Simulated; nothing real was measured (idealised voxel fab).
process module | voxel ribs on slabs
cross-section cut | 190 nm wide | cells 5 nm
A cross-section is a grid of square cells, given in bands from the top down. A band is one or more rows of cells.
Each band's line starts with the height of the band's top and of its bottom, in nm. Then come its materials from left to right, each with its width in nm. One material with "throughout" fills the band from edge to edge. "air" is empty space.
Height 0 is the level under which the wafer as received is all one material. The lowest band goes on downwards, as in "0 down".
A width such as "30 to 40" changes by the same amount from each row of cells to the next, from the band's top row to its bottom row.
"no change" after a step means that no cell of the cross-section changed.
closed voids: empty space of 8 cells or more with no open way to the top, each as width x height at its distance from the left edge, in nm
after a step's settings: what the simulator itself notes on the step
overlay nm, on a step with a mask: how far to the right of its planned place the mask lay; to the left if negative
plan
1 op RECEIVE | material Si
2 op DIRECTIONAL_DEP | material SiO2 | thk nm 25
3 op DIRECTIONAL_DEP | material SiN | thk nm 15
4 op PATTERN | tone cover | mask id RIB | material resist | width nm 25 | thk nm 20 | overlay nm 0
5 op DIRECTIONAL_ETCH | etch materials SiN | depth nm 10
6 op STRIP | etch materials resist
7 op MASKED_ETCH | tone cover | mask id SLAB | width nm 75 | etch materials SiN | depth nm 5 | overlay nm 0
8 op FILL_DEP | material SiO2 | thk nm 15
9 op CMP | height nm 50
10 op DIRECTIONAL_DEP | material W | thk nm 5
11 op PATTERN | tone cover | mask id HEATER | material resist | width nm 35 | thk nm 20 | overlay nm 0
12 op DIRECTIONAL_ETCH | etch materials W | depth nm 5
13 op STRIP | etch materials resist
14 op CONFORMAL_DEP | material SiN | thk nm 10
as received, after step 1
  0 down: Si throughout
  closed voids: none
a wafer at the end: this start, this plan, one mistake
  55 to 50: air 75 | W 35 | air 80
  50 to 40: SiO2 throughout
  40 to 30: SiO2 80 | SiN 25 | SiO2 85
  30 to 25: SiO2 55 | SiN 75 | SiO2 60
  25 to 0: SiO2 throughout
  0 down: Si throughout
  closed voids: none
what went wrong: step 14 was left out
